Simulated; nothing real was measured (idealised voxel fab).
process module | voxel capacitor over wiring
295 nm wide, 5 nm square cells: that's cross-section cut.
In this document a cross-section is written as a grid of square cells. It is given as a series of bands, listed from the top down, and a band is one or more rows of cells.
In this notation a band is specified by the heights of its top and bottom, in that order and in nm, after which its materials appear from left to right, each paired with its width in nm. The word "throughout" attached to a single material means that material fills the band from edge to edge; the word "air" stands for empty space.
Heights are measured from 0, the level below which the as-received wafer is all one material; the lowest band has no bottom and continues downward, written as in "0..down".
You'd read "30..40" like this: the band's top row of cells is as wide as the first number, its bottom row is as wide as the second, and going down, every row changes width by the same amount as the row before did.
What does "remained unchanged" mean for a step? It means no cell of the cross-section changed in that step.
This entry, "Closed internal voids", enumerates those empty regions of no fewer than 8 cells that possess no open connection to the top. Each region is reported in the form width x height at distance, the distance being taken from the left edge, with all three quantities expressed in nm.
Note: text after step settings on the step line = simulator remark on that step.
overlay nm: how far to the right of its planned place the mask lay on this masked step (negative: to the left).

Intended process steps:
step 1: RECEIVE | material Si
step 2: CONFORMAL_DEP | material SiO2 | thk nm 10
step 3: CONFORMAL_DEP | material SiCN | thk nm 5
step 4: DIRECTIONAL_DEP | material SiO2 | thk nm 25
step 5: MASKED_ETCH | tone open | mask id METAL_1 | width nm 20 | pitch nm 85 | etch materials SiO2 | depth nm 25 | overlay nm 0
step 6: MASKED_ETCH | tone open | mask id METAL_1 | width nm 20 | pitch nm 85 | etch materials SiCN | depth nm 5 | overlay nm 0
step 7: CONFORMAL_DEP | material TiN | thk nm 5
step 8: FILL_DEP | material W | thk nm 5
step 9: CMP | height nm 40
step 10: CONFORMAL_DEP | material SiCN | thk nm 5
step 11: DIRECTIONAL_DEP | material lowk | thk nm 10
step 12: DIRECTIONAL_DEP | material aC | thk nm 10
step 13: PATTERN | tone open | mask id PLUG_1 | material resist | width nm 15 | thk nm 30 | overlay nm 0
step 14: DIRECTIONAL_ETCH | etch materials aC | depth nm 10
step 15: STRIP | etch materials resist
step 16: DIRECTIONAL_ETCH | etch materials lowk | depth nm 10
step 17: DIRECTIONAL_ETCH | etch materials SiCN | depth nm 5
step 18: STRIP | etch materials aC
step 19: EPI | material Ru | thk nm 10
step 20: EPI | material Ru | thk nm 5
step 21: DIRECTIONAL_DEP | material TiN | thk nm 10
step 22: DIRECTIONAL_DEP | material HfO2 | thk nm 5
step 23: DIRECTIONAL_DEP | material TiN | thk nm 5
step 24: MASKED_ETCH | tone cover | mask id UPPER_PLATE | width nm 70 | etch materials TiN | depth nm 5 | overlay nm 0
step 25: MASKED_ETCH | tone cover | mask id UPPER_PLATE | width nm 70 | etch materials HfO2 | depth nm 5 | overlay nm 0
step 26: MASKED_ETCH | tone cover | mask id LOWER_PLATE | width nm 80 | etch materials TiN | depth nm 10 | overlay nm 0
step 27: FILL_DEP | material SiO2 | thk nm 15
step 28: CMP | height nm 85
step 29: PATTERN | tone open | mask id PLUG_2 | material resist | width nm 15 | thk nm 20 | overlay nm 0
step 30: DIRECTIONAL_ETCH | etch materials SiO2 | depth nm 10
step 31: STRIP | etch materials resist
step 32: CONFORMAL_DEP | material TiN | thk nm 5
step 33: FILL_DEP | material Ru | thk nm 5
step 34: CMP | height nm 85
step 35: CONFORMAL_DEP | material SiCN | thk nm 5

Cross-section: wafer on arrival = after step 1:
* 0..down: Si throughout
* Closed internal voids: none

Cross-sectional result after module completion. Note: starting condition and plan are unchanged from above; one processing mistake was made:
* 90..85: SiCN throughout
* 85..80: 110 of SiO2; 5 of TiN; 5 of Ru; 5 of TiN; 170 of SiO2
* 80..70: 110..100 of SiO2; 15..70 of TiN; 170..125 of SiO2
* 70..65: 100 of SiO2; 70 of HfO2; 125 of SiO2
* 65..55: 100 of SiO2; 70 of TiN; 125 of SiO2
* 55..45: 100 of lowk; 15 of Ru; 180 of lowk
* 45..40: 100 of SiCN; 15 of Ru; 180 of SiCN
* 40..15: 95 of SiO2; 5 of TiN; 10 of W; 5 of TiN; 65 of SiO2; 5 of TiN; 10 of W; 5 of TiN; 95 of SiO2
* 15..10: 95 of SiCN; 20 of TiN; 65 of SiCN; 20 of TiN; 95 of SiCN
* 10..0: SiO2 throughout
* 0..down: Si throughout
* Closed internal voids: none
It is concluded that the wafer was processed incorrectly with respect to the plan, in that step 26 went in with a setting other than planned; the actual run was MASKED_ETCH | tone cover | mask id LOWER_PLATE | width nm 70 | etch materials TiN | depth nm 10 | overlay nm 0
